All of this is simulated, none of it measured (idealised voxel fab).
process module | voxel transistor to metal
cross-section cut | 190 nm wide | cells 5 nm
A cross-section is a grid of square cells, given in bands from the top down. A band is one or more rows of cells.
Each band's line starts with the height of the band's top and of its bottom, in nm. Then come its materials from left to right, each with its width in nm. One material with "throughout" fills the band from edge to edge. "air" is empty space.
Height 0 is the level under which the wafer as received is all one material. The lowest band goes on downwards, as in "0 down".
A width such as "30 to 40" changes by the same amount from each row of cells to the next, from the band's top row to its bottom row.
"no change" after a step means that no cell of the cross-section changed.
closed voids: empty space of 8 cells or more with no open way to the top, each as width x height at its distance from the left edge, in nm
after a step's settings: what the simulator itself notes on the step
overlay nm, on a step with a mask: how far to the right of its planned place the mask lay; to the left if negative
plan
1 op RECEIVE | material Si
2 op OXIDIZE | depth nm 5
3 op CONFORMAL_DEP | material SiN | thk nm 15
4 op DIRECTIONAL_DEP | material aC | thk nm 10
5 op PATTERN | tone cover | mask id ACTIVE | material resist | width nm 110 | thk nm 30 | overlay nm 0
6 op DIRECTIONAL_ETCH | etch materials aC | depth nm 10
7 op STRIP | etch materials resist
8 op DIRECTIONAL_ETCH | etch materials SiN | depth nm 15
9 op DIRECTIONAL_ETCH | etch materials SiO2 | depth nm 5
10 op DIRECTIONAL_ETCH | etch materials Si | depth nm 25
11 op STRIP | etch materials aC
12 op OXIDIZE | depth nm 5
13 op FILL_DEP | material SiO2 | thk nm 10
14 op CMP | height nm 15
15 op SELECTIVE_ETCH | etch materials SiO2 | depth nm 10
16 op STRIP | etch materials SiN
17 op SELECTIVE_ETCH | etch materials SiO2 | depth nm 5
18 op OXIDIZE | depth nm 5
19 op DIRECTIONAL_DEP | material polySi | thk nm 20
20 op DIRECTIONAL_DEP | material SiCN | thk nm 15
21 op PATTERN | tone cover | mask id GATE | material resist | width nm 20 | thk nm 15 | overlay nm 0
22 op DIRECTIONAL_ETCH | etch materials SiCN | depth nm 25
23 op DIRECTIONAL_ETCH | etch materials polySi | depth nm 30
24 op STRIP | etch materials resist
25 op CONFORMAL_DEP | material SiN | thk nm 5
26 op DIRECTIONAL_ETCH | etch materials SiN | depth nm 5
27 op DIRECTIONAL_ETCH | etch materials SiO2 | depth nm 5
28 op EPI | material pSi | thk nm 5
29 op FILL_DEP | material SiO2 | thk nm 10
30 op CMP | height nm 30
31 op DIRECTIONAL_DEP | material SiO2 | thk nm 15
32 op DIRECTIONAL_DEP | material aC | thk nm 15
33 op PATTERN | tone open | mask id CONTACT | material resist | width nm 25 | pitch nm 65 | thk nm 35 | overlay nm 0
34 op DIRECTIONAL_ETCH | etch materials aC | depth nm 15
35 op STRIP | etch materials resist
36 op DIRECTIONAL_ETCH | etch materials SiO2 | depth nm 50
37 op STRIP | etch materials aC
38 op CONFORMAL_DEP | material TiN | thk nm 5
39 op FILL_DEP | material Ru | thk nm 10
40 op CMP | height nm 45
41 op CONFORMAL_DEP | material SiCN | thk nm 5
42 op DIRECTIONAL_DEP | material lowk | thk nm 25
43 op DIRECTIONAL_DEP | material aC | thk nm 10
44 op PATTERN | tone open | mask id METAL_1 | material resist | width nm 20 | pitch nm 80 | thk nm 25 | overlay nm 0
45 op DIRECTIONAL_ETCH | etch materials aC | depth nm 10
46 op STRIP | etch materials resist
47 op DIRECTIONAL_ETCH | etch materials lowk | depth nm 25
48 op DIRECTIONAL_ETCH | etch materials SiCN | depth nm 5
49 op STRIP | etch materials aC
50 op CONFORMAL_DEP | material TiN | thk nm 5
51 op FILL_DEP | material Cu | thk nm 5
52 op CMP | height nm 75
53 op CONFORMAL_DEP | material SiCN | thk nm 5
varied across the wafers: width nm of step 33. The plan shows the first wafer's value. All wafers start alike
first wafer as received, after step 1
  0 down: Si throughout
  closed voids: none
each wafer at the end: cells of each material gained (+) or lost (-) since it was received, then its closed voids
width nm 25 | +20 Cu | +54 Ru | -166 Si | +80 SiCN | +16 SiN | +348 SiO2 | +74 TiN | +150 lowk | +16 pSi | +16 polySi | closed voids: none
width nm 30 | +20 Cu | +72 Ru | -166 Si | +80 SiCN | +16 SiN | +328 SiO2 | +76 TiN | +150 lowk | +16 pSi | +16 polySi | closed voids: none
width nm 35 | +20 Cu | +90 Ru | -166 Si | +80 SiCN | +16 SiN | +308 SiO2 | +78 TiN | +150 lowk | +16 pSi | +16 polySi | closed voids: none
width nm 40 | +20 Cu | +101 Ru | -166 Si | +80 SiCN | +16 SiN | +295 SiO2 | +80 TiN | +150 lowk | +16 pSi | +16 polySi | closed voids: none
width nm 45 | +20 Cu | +112 Ru | -166 Si | +80 SiCN | +16 SiN | +282 SiO2 | +82 TiN | +150 lowk | +16 pSi | +16 polySi | closed voids: none
width nm 50 | +20 Cu | +122 Ru | -166 Si | +80 SiCN | +16 SiN | +270 SiO2 | +84 TiN | +150 lowk | +16 pSi | +16 polySi | closed voids: none
